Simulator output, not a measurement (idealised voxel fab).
Proc. module: voxel ribs on slabs
cross-section cut | 185 nm wide | cells 5 nm
Cross-section = grid of square cells, listed top down in bands; band = one or more rows. Heads up on the band format: heights come first, top then bottom, in nm. After that it's the materials left to right, each with its width in nm. A single material flagged "full width" fills the whole band edge to edge, and "air" means there's empty space there. Height is counted from the level 0, under which the received wafer is composed throughout of one material. The lowest of the bands is not closed at the bottom but continues downward, in the notation "top 0, no bottom". The two numbers in a width such as "30->40" mark its ends across the band: the first belongs to the top row of cells, the second to the bottom row, and from each row to the next the width moves by the same amount. Where a step carries "no change occurred", the cross-section came out of it unchanged, cell for cell. Sealed void list: empty space of 8 cells or more with no open way to the top, each as width x height at its distance from the left edge, in nm. That trailing text on a step's line, after the settings, is the simulator's own remark on the step. If you see "overlay nm" on a step's line and that step has a mask, it's telling you how far right of where it was planned the mask ended up; a negative number means it went left instead.

Steps in the process plan
1,RECEIVE,material Si
2,DIRECTIONAL_DEP,material SiO2,thk nm 30
3,DIRECTIONAL_DEP,material polySi,thk nm 20
4,PATTERN,tone cover,mask id RIB,material resist,width nm 25,thk nm 20,overlay nm 0
5,DIRECTIONAL_ETCH,etch materials polySi,depth nm 15
6,STRIP,etch materials resist
7,PATTERN,tone cover,mask id SLAB,material resist,width nm 75,thk nm 20,overlay nm 0
8,DIRECTIONAL_ETCH,etch materials polySi,depth nm 5
9,STRIP,etch materials resist
10,FILL_DEP,material SiO2,thk nm 30
11,CMP,height nm 70
12,DIRECTIONAL_DEP,material W,thk nm 10
13,DIRECTIONAL_DEP,material aC,thk nm 10
14,PATTERN,tone cover,mask id HEATER,material resist,width nm 35,thk nm 30,overlay nm 0
15,DIRECTIONAL_ETCH,etch materials aC,depth nm 10
16,STRIP,etch materials resist
17,DIRECTIONAL_ETCH,etch materials W,depth nm 10
18,STRIP,etch materials aC
19,CONFORMAL_DEP,material SiN,thk nm 5

Wafer, first of two, run as planned

Cross-sectional view of the wafer in its as-received condition, corresponding to the state after step 1
    top 0, no bottom: Si full width
    Sealed void list: none

Once step 2 is through, the wafer looks like this in cross-section
    top 30, bottom 0: SiO2 full width
    At heights below 0, the structure remains unaltered.

Once step 3 is through, the wafer looks like this in cross-section
    top 50, bottom 30: polySi full width
    At heights below 30, the structure remains unaltered.

Once step 4 is through, the wafer looks like this in cross-section
    top 70, bottom 50: 80 of air  25 of resist  80 of air
    At heights below 50, the structure remains unaltered.

Once step 5 is through, the wafer looks like this in cross-section
    top 70, bottom 50: 80 of air  25 of resist  80 of air
    top 50, bottom 35: 80 of air  25 of polySi  80 of air
    At heights below 35, the structure remains unaltered.

Once step 6 is through, the wafer looks like this in cross-section
    top 50, bottom 35: 80 of air  25 of polySi  80 of air
    At heights below 35, the structure remains unaltered.

Once step 7 is through, the wafer looks like this in cross-section
    top 70, bottom 50: 55 of air  75 of resist  55 of air
    top 50, bottom 35: 55 of air  25 of resist  25 of polySi  25 of resist  55 of air
    At heights below 35, the structure remains unaltered.

Once step 8 is through, the wafer looks like this in cross-section
    top 70, bottom 50: 55 of air  75 of resist  55 of air
    top 50, bottom 35: 55 of air  25 of resist  25 of polySi  25 of resist  55 of air
    top 35, bottom 30: 55 of air  75 of polySi  55 of air
    At heights below 30, the structure remains unaltered.

Once step 9 is through, the wafer looks like this in cross-section
    top 50, bottom 35: 80 of air  25 of polySi  80 of air
    At heights below 35, the structure remains unaltered.

Once step 10 is through, the wafer looks like this in cross-section
    top 80, bottom 50: SiO2 full width
    top 50, bottom 35: 80 of SiO2  25 of polySi  80 of SiO2
    top 35, bottom 30: 55 of SiO2  75 of polySi  55 of SiO2
    At heights below 30, the structure remains unaltered.

Once step 11 is through, the wafer looks like this in cross-section
    top 70, bottom 50: SiO2 full width
    At heights below 50, the structure remains unaltered.

Once step 12 is through, the wafer looks like this in cross-section
    top 80, bottom 70: W full width
    At heights below 70, the structure remains unaltered.

Once step 13 is through, the wafer looks like this in cross-section
    top 90, bottom 80: aC full width
    At heights below 80, the structure remains unaltered.

Once step 14 is through, the wafer looks like this in cross-section
    top 120, bottom 90: 75 of air  35 of resist  75 of air
    At heights below 90, the structure remains unaltered.

Once step 15 is through, the wafer looks like this in cross-section
    top 110, bottom 90: 75 of air  35 of resist  75 of air
    top 90, bottom 80: 75 of air  35 of aC  75 of air
    At heights below 80, the structure remains unaltered.

Once step 16 is through, the wafer looks like this in cross-section
    top 90, bottom 80: 75 of air  35 of aC  75 of air
    At heights below 80, the structure remains unaltered.

Once step 17 is through, the wafer looks like this in cross-section
    top 90, bottom 80: 75 of air  35 of aC  75 of air
    top 80, bottom 70: 75 of air  35 of W  75 of air
    At heights below 70, the structure remains unaltered.

Once step 18 is through, the wafer looks like this in cross-section
    top 80, bottom 70: 75 of air  35 of W  75 of air
    At heights below 70, the structure remains unaltered.

Once step 19 is through, the wafer looks like this in cross-section
    top 85, bottom 80: 70 of air  45 of SiN  70 of air
    top 80, bottom 75: 70 of air  5 of SiN  35 of W  5 of SiN  70 of air
    top 75, bottom 70: 75 of SiN  35 of W  75 of SiN
    At heights below 70, the structure remains unaltered.

What follows concerns the second wafer, which started out like the first and was meant to follow the very same plan; one mistake crept in when it was run, but everything up to and including step 6 is the same as for the first wafer

Second wafer, cross-section, planned end of step 7
    top 70, bottom 50: 55 of air  80 of resist  50 of air
    top 50, bottom 35: 55 of air  25 of resist  25 of polySi  30 of resist  50 of air
    At heights below 35, the structure remains unaltered.

Second wafer, cross-section, planned end of step 8
    top 70, bottom 50: 55 of air  80 of resist  50 of air
    top 50, bottom 35: 55 of air  25 of resist  25 of polySi  30 of resist  50 of air
    top 35, bottom 30: 55 of air  80 of polySi  50 of air
    At heights below 30, the structure remains unaltered.

Second wafer, cross-section, planned end of step 9
    top 50, bottom 35: 80 of air  25 of polySi  80 of air
    At heights below 35, the structure remains unaltered.

Second wafer, cross-section, planned end of step 10
    top 80, bottom 50: SiO2 full width
    top 50, bottom 35: 80 of SiO2  25 of polySi  80 of SiO2
    top 35, bottom 30: 55 of SiO2  80 of polySi  50 of SiO2
    At heights below 30, the structure remains unaltered.

Second wafer, cross-section, planned end of step 11
    top 70, bottom 50: SiO2 full width
    At heights below 50, the structure remains unaltered.

Second wafer, cross-section, planned end of step 12
    top 80, bottom 70: W full width
    At heights below 70, the structure remains unaltered.

Second wafer, cross-section, planned end of step 13
    top 90, bottom 80: aC full width
    At heights below 80, the structure remains unaltered.

Second wafer, cross-section, planned end of step 14
    top 120, bottom 90: 75 of air  35 of resist  75 of air
    At heights below 90, the structure remains unaltered.

Second wafer, cross-section, planned end of step 15
    top 110, bottom 90: 75 of air  35 of resist  75 of air
    top 90, bottom 80: 75 of air  35 of aC  75 of air
    At heights below 80, the structure remains unaltered.

Second wafer, cross-section, planned end of step 16
    top 90, bottom 80: 75 of air  35 of aC  75 of air
    At heights below 80, the structure remains unaltered.

Second wafer, cross-section, planned end of step 17
    top 90, bottom 80: 75 of air  35 of aC  75 of air
    top 80, bottom 70: 75 of air  35 of W  75 of air
    At heights below 70, the structure remains unaltered.

Second wafer, cross-section, planned end of step 18
    top 80, bottom 70: 75 of air  35 of W  75 of air
    At heights below 70, the structure remains unaltered.

Second wafer, cross-section, planned end of step 19
    top 85, bottom 80: 70 of air  45 of SiN  70 of air
    top 80, bottom 75: 70 of air  5 of SiN  35 of W  5 of SiN  70 of air
    top 75, bottom 70: 75 of SiN  35 of W  75 of SiN
    At heights below 70, the structure remains unaltered.
The mistake made against the process plan was this: step 7 ran with different settings than intended, the actual operation and settings being PATTERN,tone cover,mask id SLAB,material resist,width nm 80,thk nm 20,overlay nm 0
Wrapping up, a cell-based count of both wafers puts the second over or under the first for these materials: 1 fewer of SiO2, 1 more of polySi
